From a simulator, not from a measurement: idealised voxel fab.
The name of this process module is voxel trench capacitor.
Cross-sectional view cut (width: 205 nm; square cell size: 5 nm).
The cross-sections in this document take the form of a grid made of square cells. They are written out as bands, in order from top to bottom. Each band consists of one or more rows of cells. Band entry format. Leading values: height of top, height of bottom, nm. Remainder: materials in left-to-right order, each with its width in nm. Special words: "everywhere" on a single material, which then fills the band edge to edge; "air", empty space. Beneath 0, the wafer as received is one material, and that level is where height counting begins. The lowest band goes on downward without a bottom; it is written like "0..down". Width "30 to 40": first value at the band's top row of cells, second value at its bottom row, equal change from row to row. Where the words "changes: none" appear for a step, the cross-section shows no cell changed by that step; every cell remained as before. Voids not open to the top, 8 cells minimum: see "Trapped void list". Written width x height at distance; distance is from the left edge; nm. Past the settings on a step's line: simulator remark, on that step. "overlay nm" denotes, for a step that has a mask, the displacement of the mask to the right of its planned place, with negative values corresponding to the left.
**Set out below are the planned steps of the process**
1: RECEIVE, material Si
2: CONFORMAL_DEP, material SiN, thk nm 10
3: MASKED_ETCH, tone open, mask id TRENCH, width nm 25, pitch nm 40, etch materials SiN, depth nm 10, overlay nm -15
4: MASKED_ETCH, tone open, mask id TRENCH, width nm 25, pitch nm 40, etch materials Si, depth nm 30, overlay nm 0
5: CONFORMAL_DEP, material SiO2, thk nm 5
6: FILL_DEP, material polySi, thk nm 5
7: CMP, height nm 10
varied across the wafers: overlay nm of step 3. The plan shows the first wafer's value. All wafers start alike
**Cross-section of the first of several wafers on receipt, reflecting completion of step 1**
	0..down = Si everywhere
	Trapped void list: none
**first wafer at the end, after step 7**
	10..5 = SiN: 55  SiO2: 5  polySi: 15  SiO2: 5  SiN: 15  SiO2: 5  polySi: 15  SiO2: 5  SiN: 85
	5..0 = SiN: 55  SiO2: 25  SiN: 15  SiO2: 25  SiN: 85
	0..-30 = Si: 70  SiO2: 10  Si: 30  SiO2: 10  Si: 85
	-30..down = Si everywhere
	Trapped void list: none
**Last wafer, end of module, cross-section**
	10..5 = SiN: 85  SiO2: 5  polySi: 15  SiO2: 5  SiN: 15  SiO2: 5  polySi: 15  SiO2: 5  SiN: 55
	5..0 = SiN: 85  SiO2: 25  SiN: 15  SiO2: 25  SiN: 55
	0..-30 = Si: 85  SiO2: 10  Si: 30  SiO2: 10  Si: 70
	-30..down = Si everywhere
	Trapped void list: none
**What follows is a table in which each wafer occupies a row; for the wafer as it stands at the close of the module, the row states, material by material, how many cells have been gained (+) or lost (-) since receipt, and then gives its closed voids**
overlay nm -15, -24 Si, +62 SiN, +38 SiO2, +6 polySi, Trapped void list: none
overlay nm -10, -36 Si, +62 SiN, +38 SiO2, +18 polySi, Trapped void list: none
overlay nm -5, -48 Si, +62 SiN, +38 SiO2, +30 polySi, Trapped void list: none
overlay nm 0, -60 Si, +62 SiN, +38 SiO2, +42 polySi, Trapped void list: none
overlay nm 5, -48 Si, +62 SiN, +38 SiO2, +30 polySi, Trapped void list: none
overlay nm 10, -36 Si, +62 SiN, +38 SiO2, +18 polySi, Trapped void list: none
overlay nm 15, -24 Si, +62 SiN, +38 SiO2, +6 polySi, Trapped void list: none
